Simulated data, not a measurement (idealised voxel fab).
This is a process module. Its name is voxel gate over fins.
Cross-sectional view cut (width: 250 nm; square cell size: 5 nm).
How to read a cross-section here: the picture is a grid of square cells, written as bands going from the top down, and any band can span one or more rows of cells.
The entry gives the band's vertical extent as a top height and a bottom height in nm, then its horizontal make-up as materials from left to right, each with a width in nm. "blank" stands for empty space; a single material marked "full width" fills the band edge to edge.
Convention: height 0 is the level below which the wafer, as received, is all one material. The lowest band does not terminate at the bottom but continues downward, represented as "top 0, no bottom".
The width entry "30 to 40" should be interpreted row by row: the top row of cells in the band takes the first number, the bottom row takes the second number, and the change between adjacent rows is uniform throughout.
"nothing altered" for a step: no cell of the cross-section changed in that step.
Reported under the label "Fully closed voids" are the empty spaces having no open way to the top and comprising 8 cells or more; the notation for each is width x height at distance, in which the distance is measured from the left edge and all three values are in nm.
It should be noted that, on the line of a given step, the content following the step's settings is a remark produced by the simulator itself with respect to that step.
overlay nm, on a step with a mask: how far to the right of its planned place the mask lay; to the left if negative

# List of planned process steps
- 1: RECEIVE [material Si]
- 2: CONFORMAL_DEP [material SiN] [thk nm 5]
- 3: MASKED_ETCH [tone cover] [mask id FINS] [width nm 15] [pitch nm 35] [etch materials SiN] [depth nm 5] [overlay nm 0]
- 4: MASKED_ETCH [tone cover] [mask id FINS] [width nm 15] [pitch nm 35] [etch materials Si] [depth nm 35] [overlay nm 0]
- 5: OXIDIZE [depth nm 5]
- 6: FILL_DEP [material SiO2] [thk nm 10]
- 7: CMP [height nm 5]
- 8: SELECTIVE_ETCH [etch materials SiO2] [depth nm 15]
- 9: STRIP [etch materials SiN]
- 10: CONFORMAL_DEP [material HfO2] [thk nm 5]
- 11: CONFORMAL_DEP [material TiN] [thk nm 5]
- 12: CONFORMAL_DEP [material TiAl] [thk nm 5]
- 13: CONFORMAL_DEP [material TiN] [thk nm 5]
- 14: FILL_DEP [material W] [thk nm 10]
- 15: CMP [height nm 25]
- 16: CONFORMAL_DEP [material SiN] [thk nm 10]

# Cross-section of the wafer at receipt, which is the condition after step 1
- top 0, no bottom = Si full width
- Fully closed voids: none

# What the wafer looks like in cross-section after this module, when it starts as shown above and follows the plan above but one mistake is made in running it
- top 35, bottom 25 = SiN full width
- top 25, bottom 20 = W full width
- top 20, bottom 15 = W (90); TiN (80); W (80)
- top 15, bottom 10 = W (85); TiN (10); TiAl (70); TiN (5); W (80)
- top 10, bottom 5 = TiN (90); TiAl (10); TiN (25); TiAl (10); TiN (25); TiAl (5); TiN (85)
- top 5, bottom 0 = TiAl (95); TiN (10); HfO2 (15); TiN (5); TiAl (5); TiN (10); HfO2 (15); TiN (5); TiAl (90)
- top 0, bottom -5 = TiN (100); HfO2 (10); Si (5); HfO2 (5); TiN (15); HfO2 (10); Si (5); HfO2 (5); TiN (95)
- top -5, bottom -10 = HfO2 (105); Si (10); HfO2 (25); Si (10); HfO2 (100)
- top -10, bottom -40 = SiO2 (105); Si (10); SiO2 (25); Si (10); SiO2 (100)
- top -40, no bottom = Si full width
- Fully closed voids: none
Against the plan, the run slipped here: step 3 was run on a setting that differed from the plan, and what really ran there is MASKED_ETCH [tone cover] [mask id FINS] [width nm 15] [pitch nm 35] [etch materials SiN] [depth nm 5] [overlay nm 5]
